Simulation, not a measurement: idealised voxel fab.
The process module that follows is named voxel air gaps.
It is cross-section cut that appears here, measuring 175 nm in width, its square cells being 5 nm in size.
For the purposes of this document, a cross-section shall be understood as a grid of square cells, specified as bands listed in top-to-bottom order, each band consisting of one or more rows of cells. In this notation a band is specified by the heights of its top and bottom, in that order and in nm, after which its materials appear from left to right, each paired with its width in nm. The word "edge to edge" attached to a single material means that material fills the band from edge to edge; the word "blank" stands for empty space. Where do heights start? At 0: under that level the wafer as delivered is made of one material only. And the lowest band has no floor; it just carries on downward, as in "z 0 and below". The notation "30 to 40" denotes a width that varies across the rows of cells in the band, beginning at the first number in the top row, finishing at the second number in the bottom row, and changing by an identical amount from each row to the next. It should be understood that the words "nothing got changed", when stated for a given step, signify that the cross-section underwent no change in any of its cells during that step. "Fully enclosed voids" means: voids of 8 cells or more that are shut off from the top with no open way through. Written width x height at distance, distance from the left edge, in nm. after a step's settings: what the simulator itself notes on the step. overlay nm: mask right of planned place by this much (step with mask). Neg. = left.
**These are the steps we planned for the process**
| 1 | RECEIVE [material Si] |
| 2 | CONFORMAL_DEP [material SiO2] [thk nm 15] |
| 3 | CONFORMAL_DEP [material SiCN] [thk nm 5] |
| 4 | DIRECTIONAL_DEP [material SiO2] [thk nm 30] |
| 5 | MASKED_ETCH [tone open] [mask id LINES] [width nm 20] [pitch nm 45] [etch materials SiO2] [depth nm 30] [overlay nm 0] |
| 6 | CONFORMAL_DEP [material TiN] [thk nm 5] |
| 7 | FILL_DEP [material Cu] [thk nm 10] |
| 8 | CMP [height nm 50] |
| 9 | EPI [material Ru] [thk nm 10] |
| 10 | SELECTIVE_ETCH [etch materials SiO2] [depth nm 40] |
| 11 | CONFORMAL_DEP [material SiCN] [thk nm 5] |
**First wafer out of two, processed as planned**
**Wafer at receipt (post step 1), cross-section**
* z 0 and below | Si edge to edge
* Fully enclosed voids: none
**After step 2: wafer cross-section**
* z 15 to 0 | SiO2 edge to edge
* Everything below 0 is unchanged.
**After step 3: wafer cross-section**
* z 20 to 15 | SiCN edge to edge
* Everything below 15 is unchanged.
**After step 4: wafer cross-section**
* z 50 to 20 | SiO2 edge to edge
* Everything below 20 is unchanged.
**After step 5: wafer cross-section**
* z 50 to 20 | SiO2 30 nm | blank 20 nm | SiO2 25 nm | blank 20 nm | SiO2 25 nm | blank 20 nm | SiO2 35 nm
* Everything below 20 is unchanged.
**After step 6: wafer cross-section**
* z 55 to 50 | TiN 35 nm | blank 10 nm | TiN 35 nm | blank 10 nm | TiN 35 nm | blank 10 nm | TiN 40 nm
* z 50 to 25 | SiO2 30 nm | TiN 5 nm | blank 10 nm | TiN 5 nm | SiO2 25 nm | TiN 5 nm | blank 10 nm | TiN 5 nm | SiO2 25 nm | TiN 5 nm | blank 10 nm | TiN 5 nm | SiO2 35 nm
* z 25 to 20 | SiO2 30 nm | TiN 20 nm | SiO2 25 nm | TiN 20 nm | SiO2 25 nm | TiN 20 nm | SiO2 35 nm
* Everything below 20 is unchanged.
**After step 7: wafer cross-section**
* z 65 to 55 | Cu edge to edge
* z 55 to 50 | TiN 35 nm | Cu 10 nm | TiN 35 nm | Cu 10 nm | TiN 35 nm | Cu 10 nm | TiN 40 nm
* z 50 to 25 | SiO2 30 nm | TiN 5 nm | Cu 10 nm | TiN 5 nm | SiO2 25 nm | TiN 5 nm | Cu 10 nm | TiN 5 nm | SiO2 25 nm | TiN 5 nm | Cu 10 nm | TiN 5 nm | SiO2 35 nm
* Everything below 25 is unchanged.
**After step 8: wafer cross-section**
* z 50 to 25 | SiO2 30 nm | TiN 5 nm | Cu 10 nm | TiN 5 nm | SiO2 25 nm | TiN 5 nm | Cu 10 nm | TiN 5 nm | SiO2 25 nm | TiN 5 nm | Cu 10 nm | TiN 5 nm | SiO2 35 nm
* Everything below 25 is unchanged.
**After step 9: wafer cross-section**
* z 60 to 50 | blank 20 nm | Ru 40 nm | blank 5 nm | Ru 40 nm | blank 5 nm | Ru 40 nm | blank 25 nm
* Everything below 50 is unchanged.
**After step 10: wafer cross-section**
* z 60 to 50 | blank 20 nm | Ru 40 nm | blank 5 nm | Ru 40 nm | blank 5 nm | Ru 40 nm | blank 25 nm
* z 50 to 25 | blank 30 nm | TiN 5 nm | Cu 10 nm | TiN 5 nm | blank 25 nm | TiN 5 nm | Cu 10 nm | TiN 5 nm | blank 25 nm | TiN 5 nm | Cu 10 nm | TiN 5 nm | blank 35 nm
* z 25 to 20 | blank 30 nm | TiN 20 nm | blank 25 nm | TiN 20 nm | blank 25 nm | TiN 20 nm | blank 35 nm
* Everything below 20 is unchanged.
**After step 11: wafer cross-section**
* z 65 to 60 | blank 15 nm | SiCN 140 nm | blank 20 nm
* z 60 to 50 | blank 15 nm | SiCN 5 nm | Ru 40 nm | SiCN 5 nm | Ru 40 nm | SiCN 5 nm | Ru 40 nm | SiCN 5 nm | blank 20 nm
* z 50 to 45 | blank 15 nm | SiCN 15 nm | TiN 5 nm | Cu 10 nm | TiN 5 nm | SiCN 25 nm | TiN 5 nm | Cu 10 nm | TiN 5 nm | SiCN 25 nm | TiN 5 nm | Cu 10 nm | TiN 5 nm | SiCN 15 nm | blank 20 nm
* z 45 to 25 | blank 25 nm | SiCN 5 nm | TiN 5 nm | Cu 10 nm | TiN 5 nm | SiCN 5 nm | blank 15 nm | SiCN 5 nm | TiN 5 nm | Cu 10 nm | TiN 5 nm | SiCN 5 nm | blank 15 nm | SiCN 5 nm | TiN 5 nm | Cu 10 nm | TiN 5 nm | SiCN 5 nm | blank 30 nm
* z 25 to 20 | SiCN 30 nm | TiN 20 nm | SiCN 25 nm | TiN 20 nm | SiCN 25 nm | TiN 20 nm | SiCN 35 nm
* Everything below 20 is unchanged.
* Fully enclosed voids: 15 x 20 at 55; 15 x 20 at 100
**The second wafer began exactly as the first did and followed the same plan, but one mistake was made while running it; through step 1 inclusive, the two wafers are identical**
**The second wafer cut through, at the time step 2 was supposed to be finished**
* z 20 to 0 | SiO2 edge to edge
* Everything below 0 is unchanged.
**The second wafer cut through, at the time step 3 was supposed to be finished**
* z 25 to 20 | SiCN edge to edge
* Everything below 20 is unchanged.
**The second wafer cut through, at the time step 4 was supposed to be finished**
* z 55 to 25 | SiO2 edge to edge
* Everything below 25 is unchanged.
**The second wafer cut through, at the time step 5 was supposed to be finished**
* z 55 to 25 | SiO2 30 nm | blank 20 nm | SiO2 25 nm | blank 20 nm | SiO2 25 nm | blank 20 nm | SiO2 35 nm
* Everything below 25 is unchanged.
**The second wafer cut through, at the time step 6 was supposed to be finished**
* z 60 to 55 | TiN 35 nm | blank 10 nm | TiN 35 nm | blank 10 nm | TiN 35 nm | blank 10 nm | TiN 40 nm
* z 55 to 30 | SiO2 30 nm | TiN 5 nm | blank 10 nm | TiN 5 nm | SiO2 25 nm | TiN 5 nm | blank 10 nm | TiN 5 nm | SiO2 25 nm | TiN 5 nm | blank 10 nm | TiN 5 nm | SiO2 35 nm
* z 30 to 25 | SiO2 30 nm | TiN 20 nm | SiO2 25 nm | TiN 20 nm | SiO2 25 nm | TiN 20 nm | SiO2 35 nm
* Everything below 25 is unchanged.
**The second wafer cut through, at the time step 7 was supposed to be finished**
* z 70 to 60 | Cu edge to edge
* z 60 to 55 | TiN 35 nm | Cu 10 nm | TiN 35 nm | Cu 10 nm | TiN 35 nm | Cu 10 nm | TiN 40 nm
* z 55 to 30 | SiO2 30 nm | TiN 5 nm | Cu 10 nm | TiN 5 nm | SiO2 25 nm | TiN 5 nm | Cu 10 nm | TiN 5 nm | SiO2 25 nm | TiN 5 nm | Cu 10 nm | TiN 5 nm | SiO2 35 nm
* Everything below 30 is unchanged.
**The second wafer cut through, at the time step 8 was supposed to be finished**
* z 50 to 30 | SiO2 30 nm | TiN 5 nm | Cu 10 nm | TiN 5 nm | SiO2 25 nm | TiN 5 nm | Cu 10 nm | TiN 5 nm | SiO2 25 nm | TiN 5 nm | Cu 10 nm | TiN 5 nm | SiO2 35 nm
* Everything below 30 is unchanged.
**The second wafer cut through, at the time step 9 was supposed to be finished**
* z 60 to 50 | blank 20 nm | Ru 40 nm | blank 5 nm | Ru 40 nm | blank 5 nm | Ru 40 nm | blank 25 nm
* Everything below 50 is unchanged.
**The second wafer cut through, at the time step 10 was supposed to be finished**
* z 60 to 50 | blank 20 nm | Ru 40 nm | blank 5 nm | Ru 40 nm | blank 5 nm | Ru 40 nm | blank 25 nm
* z 50 to 30 | blank 30 nm | TiN 5 nm | Cu 10 nm | TiN 5 nm | blank 25 nm | TiN 5 nm | Cu 10 nm | TiN 5 nm | blank 25 nm | TiN 5 nm | Cu 10 nm | TiN 5 nm | blank 35 nm
* z 30 to 25 | blank 30 nm | TiN 20 nm | blank 25 nm | TiN 20 nm | blank 25 nm | TiN 20 nm | blank 35 nm
* Everything below 25 is unchanged.
**The second wafer cut through, at the time step 11 was supposed to be finished**
* z 65 to 60 | blank 15 nm | SiCN 140 nm | blank 20 nm
* z 60 to 50 | blank 15 nm | SiCN 5 nm | Ru 40 nm | SiCN 5 nm | Ru 40 nm | SiCN 5 nm | Ru 40 nm | SiCN 5 nm | blank 20 nm
* z 50 to 45 | blank 15 nm | SiCN 15 nm | TiN 5 nm | Cu 10 nm | TiN 5 nm | SiCN 25 nm | TiN 5 nm | Cu 10 nm | TiN 5 nm | SiCN 25 nm | TiN 5 nm | Cu 10 nm | TiN 5 nm | SiCN 15 nm | blank 20 nm
* z 45 to 30 | blank 25 nm | SiCN 5 nm | TiN 5 nm | Cu 10 nm | TiN 5 nm | SiCN 5 nm | blank 15 nm | SiCN 5 nm | TiN 5 nm | Cu 10 nm | TiN 5 nm | SiCN 5 nm | blank 15 nm | SiCN 5 nm | TiN 5 nm | Cu 10 nm | TiN 5 nm | SiCN 5 nm | blank 30 nm
* z 30 to 25 | SiCN 30 nm | TiN 20 nm | SiCN 25 nm | TiN 20 nm | SiCN 25 nm | TiN 20 nm | SiCN 35 nm
* Everything below 25 is unchanged.
* Fully enclosed voids: 15 x 15 at 55; 15 x 15 at 100
What was the processing mistake? the process deviated at step 2: the operation and settings actually run there were CONFORMAL_DEP [material SiO2] [thk nm 20]
Cell-count delta at end, second wafer over first, by material: -6 Cu | -6 SiCN | +35 SiO2 | -6 TiN
